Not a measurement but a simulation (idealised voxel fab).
Process module name: voxel spacer lines
The figure presents cross-section cut, which has a width of 290 nm and is divided into square cells with an edge length of 5 nm.
Each cross-section below is a grid of square cells, stated as bands in top-down order, with one or more rows of cells making up each band.
Within each band entry, the heights of the top and of the bottom of the band appear first, in that order and in nm; the materials of the band then follow from left to right, each with its corresponding width in nm. The designation "edge to edge" on a single material indicates that it fills the band from edge to edge; the designation "blank" indicates empty space.
Heights are reckoned from 0. Under this level, the received wafer is all of one material. The bottommost band is open-ended downward, for example "0 -> down".
The expression "30..40" gives the width at the extremes of the band, the first number at its top row of cells and the second at its bottom row, with the width changing by equal amounts from each row to the next in between.
A step reported as "all unchanged" is a step in which no cell of the cross-section changed.
Entry "Closed empty spaces" = empty spaces >= 8 cells with no open way to the top; each as width x height at distance, distance from left edge, all nm.
On a step's line, text after the settings is the simulator commenting on that step.
A step's line can hold "overlay nm"; with a mask on that step, the setting says how far right of the planned place the mask lay, while a negative setting says it lay to the left.

Steps planned for the process:
1. RECEIVE [material Si]
2. CONFORMAL_DEP [material Al2O3] [thk nm 10]
3. DIRECTIONAL_DEP [material W] [thk nm 15]
4. DIRECTIONAL_DEP [material aC] [thk nm 25]
5. PATTERN [tone cover] [mask id MANDREL] [material resist] [width nm 25] [pitch nm 80] [thk nm 30] [overlay nm 0]
6. DIRECTIONAL_ETCH [etch materials aC] [depth nm 25]
7. STRIP [etch materials resist]
8. CONFORMAL_DEP [material SiN] [thk nm 15]
9. DIRECTIONAL_ETCH [etch materials SiN] [depth nm 15]
10. STRIP [etch materials aC]
11. DIRECTIONAL_ETCH [etch materials W] [depth nm 15]
12. STRIP [etch materials SiN]

first wafer, as planned:

Cross-section of the wafer at receipt, which is the condition after step 1:
  0 -> down  Si edge to edge
  Closed empty spaces: none

State of the wafer after step 2, shown in cross-section:
  10 -> 0  Al2O3 edge to edge
  Everything under 0 stays put, no change at all.

State of the wafer after step 3, shown in cross-section:
  25 -> 10  W edge to edge
  Everything under 10 stays put, no change at all.

State of the wafer after step 4, shown in cross-section:
  50 -> 25  aC edge to edge
  Everything under 25 stays put, no change at all.

State of the wafer after step 5, shown in cross-section:
  80 -> 50  90 nm blank / 25 nm resist / 55 nm blank / 25 nm resist / 95 nm blank
  Everything under 50 stays put, no change at all.

State of the wafer after step 6, shown in cross-section:
  55 -> 50  90 nm blank / 25 nm resist / 55 nm blank / 25 nm resist / 95 nm blank
  50 -> 25  90 nm blank / 25 nm aC / 55 nm blank / 25 nm aC / 95 nm blank
  Everything under 25 stays put, no change at all.

State of the wafer after step 7, shown in cross-section:
  50 -> 25  90 nm blank / 25 nm aC / 55 nm blank / 25 nm aC / 95 nm blank
  Everything under 25 stays put, no change at all.

State of the wafer after step 8, shown in cross-section:
  65 -> 50  75 nm blank / 55 nm SiN / 25 nm blank / 55 nm SiN / 80 nm blank
  50 -> 40  75 nm blank / 15 nm SiN / 25 nm aC / 15 nm SiN / 25 nm blank / 15 nm SiN / 25 nm aC / 15 nm SiN / 80 nm blank
  40 -> 25  90 nm SiN / 25 nm aC / 55 nm SiN / 25 nm aC / 95 nm SiN
  Everything under 25 stays put, no change at all.

State of the wafer after step 9, shown in cross-section:
  50 -> 25  75 nm blank / 15 nm SiN / 25 nm aC / 15 nm SiN / 25 nm blank / 15 nm SiN / 25 nm aC / 15 nm SiN / 80 nm blank
  Everything under 25 stays put, no change at all.

State of the wafer after step 10, shown in cross-section:
  50 -> 25  75 nm blank / 15 nm SiN / 25 nm blank / 15 nm SiN / 25 nm blank / 15 nm SiN / 25 nm blank / 15 nm SiN / 80 nm blank
  Everything under 25 stays put, no change at all.

State of the wafer after step 11, shown in cross-section:
  50 -> 25  75 nm blank / 15 nm SiN / 25 nm blank / 15 nm SiN / 25 nm blank / 15 nm SiN / 25 nm blank / 15 nm SiN / 80 nm blank
  25 -> 10  75 nm blank / 15 nm W / 25 nm blank / 15 nm W / 25 nm blank / 15 nm W / 25 nm blank / 15 nm W / 80 nm blank
  Everything under 10 stays put, no change at all.

State of the wafer after step 12, shown in cross-section:
  25 -> 10  75 nm blank / 15 nm W / 25 nm blank / 15 nm W / 25 nm blank / 15 nm W / 25 nm blank / 15 nm W / 80 nm blank
  Everything under 10 stays put, no change at all.

The second wafer was prepared from the same starting point and under the same plan as the first; its processing contained one mistake, and it remains indistinguishable from the first wafer up to and including step 4:

when step 5 should have ended:
  80 -> 50  80 nm blank / 25 nm resist / 55 nm blank / 25 nm resist / 105 nm blank
  Everything under 50 stays put, no change at all.

when step 6 should have ended:
  55 -> 50  80 nm blank / 25 nm resist / 55 nm blank / 25 nm resist / 105 nm blank
  50 -> 25  80 nm blank / 25 nm aC / 55 nm blank / 25 nm aC / 105 nm blank
  Everything under 25 stays put, no change at all.

when step 7 should have ended:
  50 -> 25  80 nm blank / 25 nm aC / 55 nm blank / 25 nm aC / 105 nm blank
  Everything under 25 stays put, no change at all.

when step 8 should have ended:
  65 -> 50  65 nm blank / 55 nm SiN / 25 nm blank / 55 nm SiN / 90 nm blank
  50 -> 40  65 nm blank / 15 nm SiN / 25 nm aC / 15 nm SiN / 25 nm blank / 15 nm SiN / 25 nm aC / 15 nm SiN / 90 nm blank
  40 -> 25  80 nm SiN / 25 nm aC / 55 nm SiN / 25 nm aC / 105 nm SiN
  Everything under 25 stays put, no change at all.

when step 9 should have ended:
  50 -> 25  65 nm blank / 15 nm SiN / 25 nm aC / 15 nm SiN / 25 nm blank / 15 nm SiN / 25 nm aC / 15 nm SiN / 90 nm blank
  Everything under 25 stays put, no change at all.

when step 10 should have ended:
  50 -> 25  65 nm blank / 15 nm SiN / 25 nm blank / 15 nm SiN / 25 nm blank / 15 nm SiN / 25 nm blank / 15 nm SiN / 90 nm blank
  Everything under 25 stays put, no change at all.

when step 11 should have ended:
  50 -> 25  65 nm blank / 15 nm SiN / 25 nm blank / 15 nm SiN / 25 nm blank / 15 nm SiN / 25 nm blank / 15 nm SiN / 90 nm blank
  25 -> 10  65 nm blank / 15 nm W / 25 nm blank / 15 nm W / 25 nm blank / 15 nm W / 25 nm blank / 15 nm W / 90 nm blank
  Everything under 10 stays put, no change at all.

when step 12 should have ended:
  25 -> 10  65 nm blank / 15 nm W / 25 nm blank / 15 nm W / 25 nm blank / 15 nm W / 25 nm blank / 15 nm W / 90 nm blank
  Everything under 10 stays put, no change at all.
What broke from the plan during processing? contrary to plan, step 5 was performed as PATTERN [tone cover] [mask id MANDREL] [material resist] [width nm 25] [pitch nm 80] [thk nm 30] [overlay nm -10]
When the process is done, the second wafer contains the same cell count of every material as the first wafer, but distributed over other locations.
